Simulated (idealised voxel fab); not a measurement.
Title: Process Module voxel ribs on slabs
Square cell edge 5 nm, section width 150 nm, ID cut.
Cross-section, as written here: a square-cell grid given band by band from the top down, where a band holds one or more rows of cells. Band: top and bottom heights (nm) first, top before bottom; then materials from left to right, widths in nm. "everywhere" marks a sole material filling the band edge to edge. "empty" denotes empty space. Beneath 0, the wafer as received is one material, and that level is where height counting begins. The lowest band goes on downward without a bottom; it is written like "0 down". So if you see something like "30..40" for the width, read it as the top row of the band sitting at the first number and the bottom row at the second, with every row in between moving by the same amount as the last. No cell of the cross-section changed in a step that is given as "remained the same". Entry "Fully sealed voids". Content: empty spaces with no open connection to the top, size 8 cells or greater. Each: width x height at distance. Distance: from left edge. Unit: nm. If you see something after the settings on a step's line, that's the simulator's own remark about that step. overlay nm: for a step with a mask, the amount by which the mask lay right of where it was planned; a negative amount means left of it.

THIS SECTION LISTS THE PROCESS STEPS THAT WERE PLANNED
1. RECEIVE,material Si
2. DIRECTIONAL_DEP,material SiO2,thk nm 30
3. DIRECTIONAL_DEP,material polySi,thk nm 20
4. DIRECTIONAL_DEP,material aC,thk nm 15
5. PATTERN,tone cover,mask id RIB,material resist,width nm 30,thk nm 30,overlay nm 0
6. DIRECTIONAL_ETCH,etch materials aC,depth nm 15
7. STRIP,etch materials resist
8. DIRECTIONAL_ETCH,etch materials polySi,depth nm 15
9. STRIP,etch materials aC
10. DIRECTIONAL_DEP,material aC,thk nm 10
11. PATTERN,tone cover,mask id SLAB,material resist,width nm 80,thk nm 25,overlay nm 0
12. DIRECTIONAL_ETCH,etch materials aC,depth nm 10
13. STRIP,etch materials resist
14. DIRECTIONAL_ETCH,etch materials polySi,depth nm 5
15. STRIP,etch materials aC
16. FILL_DEP,material SiO2,thk nm 25
17. CMP,height nm 65
18. DIRECTIONAL_DEP,material W,thk nm 5
19. PATTERN,tone cover,mask id HEATER,material resist,width nm 40,thk nm 15,overlay nm 0
20. DIRECTIONAL_ETCH,etch materials W,depth nm 5
21. STRIP,etch materials resist
22. CONFORMAL_DEP,material SiN,thk nm 10
Same starting wafers, different width nm at step 11. Plan value belongs to the first wafer.

AS RECEIVED, I.E. AFTER STEP 1: CROSS-SECTION THROUGH THE FIRST OF SEVERAL WAFERS
0 down | Si everywhere
Fully sealed voids: none

PER WAFER (ROW), END OF MODULE: DELTA IN CELLS PER MATERIAL SINCE RECEIPT, (+) FOR GAINED, (-) FOR LOST; CLOSED VOIDS AFTER THAT
width nm 80; +64 SiN; +356 SiO2; +8 W; +34 polySi; Fully sealed voids: none
width nm 85; +64 SiN; +355 SiO2; +8 W; +35 polySi; Fully sealed voids: none
width nm 90; +64 SiN; +354 SiO2; +8 W; +36 polySi; Fully sealed voids: none
width nm 95; +64 SiN; +353 SiO2; +8 W; +37 polySi; Fully sealed voids: none
width nm 100; +64 SiN; +352 SiO2; +8 W; +38 polySi; Fully sealed voids: none
width nm 105; +64 SiN; +351 SiO2; +8 W; +39 polySi; Fully sealed voids: none
